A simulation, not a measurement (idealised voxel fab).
process module | voxel self aligned contacts
cross-section cut | 300 nm wide | cells 5 nm
A cross-section is a grid of square cells, given in bands from the top down. A band is one or more rows of cells.
Each band's line starts with the height of the band's top and of its bottom, in nm. Then come its materials from left to right, each with its width in nm. One material with "throughout" fills the band from edge to edge. "air" is empty space.
Height 0 is the level under which the wafer as received is all one material. The lowest band goes on downwards, as in "0 down".
A width such as "30 to 40" changes by the same amount from each row of cells to the next, from the band's top row to its bottom row.
"no change" after a step means that no cell of the cross-section changed.
closed voids: empty space of 8 cells or more with no open way to the top, each as width x height at its distance from the left edge, in nm
after a step's settings: what the simulator itself notes on the step
overlay nm, on a step with a mask: how far to the right of its planned place the mask lay; to the left if negative
plan
1 op RECEIVE | material Si
2 op OXIDIZE | depth nm 5
3 op DIRECTIONAL_DEP | material polySi | thk nm 25
4 op DIRECTIONAL_DEP | material SiN | thk nm 25
5 op MASKED_ETCH | tone cover | mask id GATE | width nm 30 | pitch nm 75 | etch materials SiN | depth nm 25 | overlay nm 0
6 op MASKED_ETCH | tone cover | mask id GATE | width nm 30 | pitch nm 75 | etch materials polySi | depth nm 25 | overlay nm 0
7 op CONFORMAL_DEP | material SiN | thk nm 10
8 op DIRECTIONAL_ETCH | etch materials SiN | depth nm 10
9 op FILL_DEP | material SiO2 | thk nm 15
10 op CMP | height nm 55
11 op PATTERN | tone open | mask id CONTACT | material resist | width nm 55 | pitch nm 75 | thk nm 15 | overlay nm 0
12 op DIRECTIONAL_ETCH | etch materials SiO2 | depth nm 60
13 op STRIP | etch materials resist
14 op CONFORMAL_DEP | material TiN | thk nm 5
15 op FILL_DEP | material W | thk nm 5
16 op CMP | height nm 55
17 op CONFORMAL_DEP | material SiN | thk nm 5
as received, after step 1
  0 down: Si throughout
  closed voids: none
a wafer at the end: this start, this plan, one mistake
  60 to 55: SiN throughout
  55 to 50: SiO2 85 | TiN 15 | W 15 | TiN 25 | SiO2 20 | TiN 15 | W 15 | TiN 25 | SiO2 85
  50 to 30: SiO2 45 | SiN 50 | TiN 5 | W 15 | TiN 5 | SiN 50 | TiN 5 | W 15 | TiN 5 | SiN 50 | SiO2 55
  30 to 25: SiO2 45 | SiN 50 | TiN 10 | W 10 | TiN 5 | SiN 50 | TiN 10 | W 10 | TiN 5 | SiN 50 | SiO2 55
  25 to 0: SiO2 45 | SiN 10 | polySi 35 | SiN 10 | TiN 5 | W 10 | TiN 5 | SiN 10 | polySi 35 | SiN 10 | TiN 5 | W 10 | TiN 5 | SiN 10 | polySi 35 | SiN 10 | SiO2 50
  0 to -5: SiO2 100 | TiN 20 | SiO2 55 | TiN 20 | SiO2 105
  -5 down: Si throughout
  closed voids: none
what went wrong: step 5 ran as: op MASKED_ETCH | tone cover | mask id GATE | width nm 30 | pitch nm 75 | etch materials SiN | depth nm 25 | overlay nm -5
